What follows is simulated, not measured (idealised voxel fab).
Name of the process module below: voxel gate over fins
We display cut, a cross-section 265 nm in width whose square cells are each 5 nm.
Cross-section format: a grid of square cells, given as bands from top to bottom; each band is one or more rows of cells.
This entry defines a band. It first specifies the height of the band's top and the height of its bottom in nm, and then specifies the band's materials from left to right, stating each material with its width in nm. The word "all across" identifies a single material that fills the band from edge to edge, while the word "air" identifies empty space.
Heights from 0 (as-received wafer is one material below). Bottom band endless downward, as "0 and below".
It should be noted that a width expressed as "30->40" varies in equal increments from row to row of cells within the band, taking the value of the first number at the top row and that of the second number at the bottom row.
Where a step carries "nothing got changed", the cross-section came out of it unchanged, cell for cell.
Each empty space that has no open way to the top and spans at least 8 cells appears under "Entrapped void list" as width x height at distance, the distance counted from the left edge, all in nm.
Anything after a step's settings on that line? It's the simulator's own note about the step.
"overlay nm" denotes, for a step that has a mask, the displacement of the mask to the right of its planned place, with negative values corresponding to the left.
# List of planned process steps
step 1: RECEIVE, material Si
step 2: CONFORMAL_DEP, material SiN, thk nm 5
step 3: DIRECTIONAL_DEP, material aC, thk nm 10
step 4: PATTERN, tone cover, mask id FINS, material resist, width nm 15, pitch nm 40, thk nm 30, overlay nm -15
step 5: DIRECTIONAL_ETCH, etch materials aC, depth nm 10
step 6: STRIP, etch materials resist
step 7: DIRECTIONAL_ETCH, etch materials SiN, depth nm 5
step 8: DIRECTIONAL_ETCH, etch materials Si, depth nm 30
step 9: STRIP, etch materials aC
step 10: OXIDIZE, depth nm 5
step 11: FILL_DEP, material SiO2, thk nm 15
step 12: CMP, height nm 5
step 13: SELECTIVE_ETCH, etch materials SiO2, depth nm 20
step 14: STRIP, etch materials SiN
step 15: CONFORMAL_DEP, material HfO2, thk nm 5
step 16: CONFORMAL_DEP, material TiN, thk nm 5
step 17: FILL_DEP, material W, thk nm 15
step 18: CMP, height nm 20
step 19: CONFORMAL_DEP, material SiN, thk nm 10
The plan's step 4 overlay nm is the first wafer's value; the wafers differ in this setting and start identical.
# Cross-sectional view of the first of several wafers in the as-received condition, corresponding to the state following step 1
> 0 and below | Si all across
> Entrapped void list: none
# Rows = wafers. At module end, each row lists per material the cells gained (+) or lost (-) since the wafer was received, then the closed voids
overlay nm -15; +65 HfO2; -357 Si; +106 SiN; +204 SiO2; +65 TiN; +235 W; Entrapped void list: none
overlay nm -10; +65 HfO2; -357 Si; +106 SiN; +204 SiO2; +65 TiN; +235 W; Entrapped void list: none
overlay nm -5; +65 HfO2; -357 Si; +106 SiN; +204 SiO2; +65 TiN; +235 W; Entrapped void list: none
overlay nm 0; +65 HfO2; -357 Si; +106 SiN; +204 SiO2; +65 TiN; +235 W; Entrapped void list: none
overlay nm 5; +65 HfO2; -357 Si; +106 SiN; +204 SiO2; +65 TiN; +235 W; Entrapped void list: none
overlay nm 10; +65 HfO2; -357 Si; +106 SiN; +204 SiO2; +65 TiN; +235 W; Entrapped void list: none
overlay nm 15; +65 HfO2; -357 Si; +106 SiN; +204 SiO2; +65 TiN; +235 W; Entrapped void list: none
